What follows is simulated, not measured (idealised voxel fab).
This is a process module. Its name is voxel double patterning.
Section shown: cut. Width: 200 nm. Cell size: 5 nm, square.
Each cross-section below is a grid of square cells, stated as bands in top-down order, with one or more rows of cells making up each band.
Band: top height; bottom height; in nm. Then, left to right: material with width in nm, for each material. "full width": a single material spanning edge to edge. "blank": empty space.
Ref level 0: as-received wafer is one material below here. Bottom band extends down with no lower bound ("0 and below").
Width spec "30..40" -> top row of cells at first value, bottom row at second value, equal per-row change in between.
The cross-section has no changed cell in any step marked "changes: none".
Each empty space that has no open way to the top and spans at least 8 cells appears under "Enclosed void entries" as width x height at distance, the distance counted from the left edge, all in nm.
Anything after a step's settings on that line? It's the simulator's own note about the step.
"overlay nm" on a masked step: distance the mask lay right of its planned place, negative for left.

### List of planned process steps
1 RECEIVE,material Si
2 CONFORMAL_DEP,material SiN,thk nm 5
3 DIRECTIONAL_DEP,material SiO2,thk nm 20
4 DIRECTIONAL_DEP,material SiCN,thk nm 10
5 DIRECTIONAL_DEP,material aC,thk nm 10
6 PATTERN,tone open,mask id FIRST,material resist,width nm 15,pitch nm 50,thk nm 30,overlay nm 0
7 DIRECTIONAL_ETCH,etch materials aC,depth nm 10
8 STRIP,etch materials resist
9 DIRECTIONAL_ETCH,etch materials SiCN,depth nm 10
10 STRIP,etch materials aC
11 MASKED_ETCH,tone open,mask id SECOND,width nm 15,etch materials SiCN,depth nm 10,overlay nm 0
12 DIRECTIONAL_ETCH,etch materials SiO2,depth nm 20
13 STRIP,etch materials SiCN

### Wafer at receipt (post step 1), cross-section
    0 and below = Si full width
    Enclosed void entries: none

### a wafer at the end: this start, this plan, one mistake
    25 down to 0 = SiN full width
    0 and below = Si full width
    Enclosed void entries: none
Error vs. plan: step 3 deviated from plan and actually ran as DIRECTIONAL_DEP,material SiN,thk nm 20
